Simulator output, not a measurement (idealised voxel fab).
process module | voxel plated lines
cross-section cut | 225 nm wide | cells 5 nm
A cross-section is a grid of square cells, given in bands from the top down. A band is one or more rows of cells.
Each band's line starts with the height of the band's top and of its bottom, in nm. Then come its materials from left to right, each with its width in nm. One material with "throughout" fills the band from edge to edge. "air" is empty space.
Height 0 is the level under which the wafer as received is all one material. The lowest band goes on downwards, as in "0 down".
A width such as "30 to 40" changes by the same amount from each row of cells to the next, from the band's top row to its bottom row.
"no change" after a step means that no cell of the cross-section changed.
closed voids: empty space of 8 cells or more with no open way to the top, each as width x height at its distance from the left edge, in nm
after a step's settings: what the simulator itself notes on the step
overlay nm, on a step with a mask: how far to the right of its planned place the mask lay; to the left if negative
plan
1 op RECEIVE | material Si
2 op CONFORMAL_DEP | material SiO2 | thk nm 10
3 op DIRECTIONAL_DEP | material TiN | thk nm 5
4 op PATTERN | tone open | mask id LINES | material resist | width nm 15 | pitch nm 35 | thk nm 20 | overlay nm 0
5 op EPI | material Ru | thk nm 5
6 op STRIP | etch materials resist
7 op DIRECTIONAL_ETCH | etch materials TiN | depth nm 5
8 op CONFORMAL_DEP | material SiO2 | thk nm 10
as received, after step 1
  0 down: Si throughout
  closed voids: none
first wafer at the end, as planned
  30 to 20: air 40 | SiO2 140 | air 45
  20 to 15: SiO2 50 | Ru 15 | SiO2 20 | Ru 15 | SiO2 20 | Ru 15 | SiO2 20 | Ru 15 | SiO2 55
  15 to 10: SiO2 50 | TiN 15 | SiO2 20 | TiN 15 | SiO2 20 | TiN 15 | SiO2 20 | TiN 15 | SiO2 55
  10 to 0: SiO2 throughout
  0 down: Si throughout
  closed voids: none
second wafer at the end: like start, like plan, one mistake
  25 to 5: SiO2 throughout
  5 to 0: TiN throughout
  0 down: Si throughout
  closed voids: none
what went wrong: steps 2 and 3 were swapped
at the end the second wafer has, in cells: 12 fewer of Ru | 32 fewer of SiO2 | 33 more of TiN
